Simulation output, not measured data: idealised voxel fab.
process module | voxel ribs on slabs
cross-section cut | 270 nm wide | cells 5 nm
A cross-section is a grid of square cells, given in bands from the top down. A band is one or more rows of cells.
Each band's line starts with the height of the band's top and of its bottom, in nm. Then come its materials from left to right, each with its width in nm. One material with "throughout" fills the band from edge to edge. "air" is empty space.
Height 0 is the level under which the wafer as received is all one material. The lowest band goes on downwards, as in "0 down".
A width such as "30 to 40" changes by the same amount from each row of cells to the next, from the band's top row to its bottom row.
"no change" after a step means that no cell of the cross-section changed.
closed voids: empty space of 8 cells or more with no open way to the top, each as width x height at its distance from the left edge, in nm
after a step's settings: what the simulator itself notes on the step
overlay nm, on a step with a mask: how far to the right of its planned place the mask lay; to the left if negative
plan
1 op RECEIVE | material Si
2 op DIRECTIONAL_DEP | material SiO2 | thk nm 30
3 op DIRECTIONAL_DEP | material SiN | thk nm 20
4 op DIRECTIONAL_DEP | material aC | thk nm 5
5 op PATTERN | tone cover | mask id RIB | material resist | width nm 15 | thk nm 30 | overlay nm 0
6 op DIRECTIONAL_ETCH | etch materials aC | depth nm 10
7 op STRIP | etch materials resist
8 op DIRECTIONAL_ETCH | etch materials SiN | depth nm 15
9 op STRIP | etch materials aC
10 op MASKED_ETCH | tone cover | mask id SLAB | width nm 75 | etch materials SiN | depth nm 5 | overlay nm 0
11 op FILL_DEP | material SiO2 | thk nm 25
12 op CMP | height nm 70
13 op DIRECTIONAL_DEP | material W | thk nm 5
14 op MASKED_ETCH | tone cover | mask id HEATER | width nm 25 | etch materials W | depth nm 5 | overlay nm 0
15 op CONFORMAL_DEP | material SiO2 | thk nm 5
varied across the wafers: thk nm of step 4. The plan shows the first wafer's value. All wafers start alike
first wafer as received, after step 1
  0 down: Si throughout
  closed voids: none
first wafer at the end, after step 15
  80 to 75: air 115 | SiO2 35 | air 120
  75 to 70: SiO2 120 | W 25 | SiO2 125
  70 to 50: SiO2 throughout
  50 to 35: SiO2 125 | SiN 15 | SiO2 130
  35 to 30: SiO2 95 | SiN 75 | SiO2 100
  30 to 0: SiO2 throughout
  0 down: Si throughout
  closed voids: none
last wafer at the end
  80 to 75: air 115 | SiO2 35 | air 120
  75 to 70: SiO2 120 | W 25 | SiO2 125
  70 to 50: SiO2 throughout
  50 to 45: SiO2 95 | SiN 75 | SiO2 100
  45 to 30: SiN throughout
  30 to 0: SiO2 throughout
  0 down: Si throughout
  closed voids: none
each wafer at the end: cells of each material gained (+) or lost (-) since it was received, then its closed voids
thk nm 5 | +24 SiN | +788 SiO2 | +5 W | closed voids: none
thk nm 10 | +24 SiN | +788 SiO2 | +5 W | closed voids: none
thk nm 15 | +177 SiN | +635 SiO2 | +5 W | closed voids: none
thk nm 20 | +177 SiN | +635 SiO2 | +5 W | closed voids: none
thk nm 25 | +177 SiN | +635 SiO2 | +5 W | closed voids: none
